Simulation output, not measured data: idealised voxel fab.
The document below concerns the process module designated voxel local oxidation.
Cross-section cut: width 285 nm, square cells of 5 nm.
A cross-section in this document is a grid of square cells, and it is written down as bands, the top band listed before the ones below it; a band is made up of one or more rows of cells. What a band's entry tells you: where the top is and where the bottom is, as heights in nm, and after that what lies inside, material by material from left to right, each with its width in nm. Empty space is written as the word "blank", and a single material marked with the word "everywhere" occupies the band from edge to edge. Height 0 is the level under which the wafer as received is all one material. The lowest band goes on downwards, as in "z 0 and below". Graded width ("30..40"): value in top row of band = first number; value in bottom row = second number; row-to-row change constant. "nothing got changed", as given for a step, is the statement that not any cell of the cross-section underwent a change during that step. "Closed cavities" lists enclosed empty spaces (at least 8 cells, no open path upward to the top), each as width x height at distance from the left edge, in nm. Note: text after step settings on the step line = simulator remark on that step. overlay nm: mask right of planned place by this much (step with mask). Neg. = left.

The planned process steps are enumerated hereunder:
1: op RECEIVE | material Si
2: op OXIDIZE | depth nm 5
3: op CONFORMAL_DEP | material SiN | thk nm 15
4: op DIRECTIONAL_DEP | material aC | thk nm 10
5: op PATTERN | tone cover | mask id ACTIVE | material resist | width nm 105 | pitch nm 125 | thk nm 25 | overlay nm 0
6: op DIRECTIONAL_ETCH | etch materials aC | depth nm 10
7: op STRIP | etch materials resist
8: op DIRECTIONAL_ETCH | etch materials SiN | depth nm 15
9: op STRIP | etch materials aC
10: op SELECTIVE_ETCH | etch materials SiO2 | depth nm 5
11: op OXIDIZE | depth nm 15
12: op STRIP | etch materials SiN

Below: the first of two wafers, run as planned:

The cross-section here shows the wafer as received, i.e. in its state after step 1:
    z 0 and below | Si everywhere
    Closed cavities: none

Step 2 done - wafer cross-section:
    z 0 to -5 | SiO2 everywhere
    Lower than -5, everything is as it was.

Step 3 done - wafer cross-section:
    z 15 to 0 | SiN everywhere
    Lower than 0, everything is as it was.

Step 4 done - wafer cross-section:
    z 25 to 15 | aC everywhere
    Lower than 15, everything is as it was.

Step 5 done - wafer cross-section:
    z 50 to 25 | blank 25 nm; resist 105 nm; blank 20 nm; resist 105 nm; blank 30 nm
    Lower than 25, everything is as it was.

Step 6 done - wafer cross-section:
    z 40 to 25 | blank 25 nm; resist 105 nm; blank 20 nm; resist 105 nm; blank 30 nm
    z 25 to 15 | blank 25 nm; aC 105 nm; blank 20 nm; aC 105 nm; blank 30 nm
    Lower than 15, everything is as it was.

Step 7 done - wafer cross-section:
    z 25 to 15 | blank 25 nm; aC 105 nm; blank 20 nm; aC 105 nm; blank 30 nm
    Lower than 15, everything is as it was.

Step 8 done - wafer cross-section:
    z 25 to 15 | blank 25 nm; aC 105 nm; blank 20 nm; aC 105 nm; blank 30 nm
    z 15 to 0 | blank 25 nm; SiN 105 nm; blank 20 nm; SiN 105 nm; blank 30 nm
    Lower than 0, everything is as it was.

Step 9 done - wafer cross-section:
    z 15 to 0 | blank 25 nm; SiN 105 nm; blank 20 nm; SiN 105 nm; blank 30 nm
    Lower than 0, everything is as it was.

Step 10 done - wafer cross-section:
    z 15 to 0 | blank 25 nm; SiN 105 nm; blank 20 nm; SiN 105 nm; blank 30 nm
    z 0 to -5 | blank 30 nm; SiO2 95 nm; blank 30 nm; SiO2 95 nm; blank 35 nm
    Lower than -5, everything is as it was.

Step 11 done - wafer cross-section:
    z 15 to 0 | blank 25 nm; SiN 105 nm; blank 20 nm; SiN 105 nm; blank 30 nm
    z 0 to -5 | blank 30 nm; SiO2 95 nm; blank 30 nm; SiO2 95 nm; blank 35 nm
    z -5 to -20 | SiO2 45 nm; Si 65 nm; SiO2 60 nm; Si 65 nm; SiO2 50 nm
    Lower than -20, everything is as it was.

Step 12 done - wafer cross-section:
    z 0 to -5 | blank 30 nm; SiO2 95 nm; blank 30 nm; SiO2 95 nm; blank 35 nm
    Lower than -5, everything is as it was.

For the second wafer, take the first wafer's start and plan, then add one mistake made in running it; everything through step 4, that step included, is shared with the first:

Cross-section of the second wafer when, according to plan, step 5 should have finished:
    z 50 to 25 | blank 30 nm; resist 105 nm; blank 20 nm; resist 105 nm; blank 25 nm
    Lower than 25, everything is as it was.

Cross-section of the second wafer when, according to plan, step 6 should have finished:
    z 40 to 25 | blank 30 nm; resist 105 nm; blank 20 nm; resist 105 nm; blank 25 nm
    z 25 to 15 | blank 30 nm; aC 105 nm; blank 20 nm; aC 105 nm; blank 25 nm
    Lower than 15, everything is as it was.

Cross-section of the second wafer when, according to plan, step 7 should have finished:
    z 25 to 15 | blank 30 nm; aC 105 nm; blank 20 nm; aC 105 nm; blank 25 nm
    Lower than 15, everything is as it was.

Cross-section of the second wafer when, according to plan, step 8 should have finished:
    z 25 to 15 | blank 30 nm; aC 105 nm; blank 20 nm; aC 105 nm; blank 25 nm
    z 15 to 0 | blank 30 nm; SiN 105 nm; blank 20 nm; SiN 105 nm; blank 25 nm
    Lower than 0, everything is as it was.

Cross-section of the second wafer when, according to plan, step 9 should have finished:
    z 15 to 0 | blank 30 nm; SiN 105 nm; blank 20 nm; SiN 105 nm; blank 25 nm
    Lower than 0, everything is as it was.

Cross-section of the second wafer when, according to plan, step 10 should have finished:
    z 15 to 0 | blank 30 nm; SiN 105 nm; blank 20 nm; SiN 105 nm; blank 25 nm
    z 0 to -5 | blank 35 nm; SiO2 95 nm; blank 30 nm; SiO2 95 nm; blank 30 nm
    Lower than -5, everything is as it was.

Cross-section of the second wafer when, according to plan, step 11 should have finished:
    z 15 to 0 | blank 30 nm; SiN 105 nm; blank 20 nm; SiN 105 nm; blank 25 nm
    z 0 to -5 | blank 35 nm; SiO2 95 nm; blank 30 nm; SiO2 95 nm; blank 30 nm
    z -5 to -20 | SiO2 50 nm; Si 65 nm; SiO2 60 nm; Si 65 nm; SiO2 45 nm
    Lower than -20, everything is as it was.

Cross-section of the second wafer when, according to plan, step 12 should have finished:
    z 0 to -5 | blank 35 nm; SiO2 95 nm; blank 30 nm; SiO2 95 nm; blank 30 nm
    Lower than -5, everything is as it was.
Run error: step 5 went in with a setting other than planned; the actual run was op PATTERN | tone cover | mask id ACTIVE | material resist | width nm 105 | pitch nm 125 | thk nm 25 | overlay nm 5
Cell counts per material: same on both final wafers. Positions: different.
